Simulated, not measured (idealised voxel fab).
Process module name: voxel spacer lines
200 nm wide, 5 nm square cells: that's cross-section cut.
The cross-sections in this document take the form of a grid made of square cells. They are written out as bands, in order from top to bottom. Each band consists of one or more rows of cells.
A band entry consists of two parts. The first gives the height of the band's top and the height of its bottom, in nm. The rest lists the band's materials from left to right, each with its width in nm. A single material labelled with the word "edge to edge" fills the band from edge to edge, and the word "air" marks empty space.
Basically, 0 is our baseline, since under it the wafer straight out of the box is all one material. The bottom band has no lower end and keeps on going down, so it looks like "from 0 down".
The width entry "30..40" should be interpreted row by row: the top row of cells in the band takes the first number, the bottom row takes the second number, and the change between adjacent rows is uniform throughout.
When a step is marked "left unchanged", none of the cells in the cross-section changed during that step.
"Sealed void inventory" lists enclosed empty spaces (at least 8 cells, no open path upward to the top), each as width x height at distance from the left edge, in nm.
Step line, after settings: the simulator's comment on this step.
Regarding "overlay nm": on a step with a mask, it is the distance the mask lay to the right of its planned place; a negative value places it to the left.
-- Process steps foreseen in the plan
1) RECEIVE,material Si
2) CONFORMAL_DEP,material Al2O3,thk nm 10
3) DIRECTIONAL_DEP,material TiN,thk nm 15
4) DIRECTIONAL_DEP,material aC,thk nm 20
5) PATTERN,tone cover,mask id MANDREL,material resist,width nm 25,pitch nm 70,thk nm 25,overlay nm 0
6) DIRECTIONAL_ETCH,etch materials aC,depth nm 20
7) STRIP,etch materials resist
8) CONFORMAL_DEP,material SiO2,thk nm 10
9) DIRECTIONAL_ETCH,etch materials SiO2,depth nm 10
10) STRIP,etch materials aC
11) DIRECTIONAL_ETCH,etch materials TiN,depth nm 15
12) STRIP,etch materials SiO2
-- Received-state cross-section, reflecting completion of step 1
from 0 down | Si edge to edge
Sealed void inventory: none
-- Cross-section, first of two wafers, end of module, run as planned
from 25 to 10 | air=5 | TiN=10 | air=25 | TiN=10 | air=25 | TiN=10 | air=25 | TiN=10 | air=25 | TiN=10 | air=25 | TiN=10 | air=10
from 10 to 0 | Al2O3 edge to edge
from 0 down | Si edge to edge
Sealed void inventory: none
-- Second wafer of the two, sectioned at the end of the module. It began like the first and followed the same plan, but one mistake was made while running it
from 25 to 15 | air=5 | TiN=10 | air=25 | TiN=10 | air=25 | TiN=10 | air=25 | TiN=10 | air=25 | TiN=10 | air=25 | TiN=10 | air=10
from 15 to 10 | TiN edge to edge
from 10 to 0 | Al2O3 edge to edge
from 0 down | Si edge to edge
Sealed void inventory: none
Nonconformance to the process plan: step 11, actual vs plan mismatch, actual run DIRECTIONAL_ETCH,etch materials TiN,depth nm 10
The final cell counts differ between the wafers, with the second having more or fewer of some materials than the first: TiN: 28 more
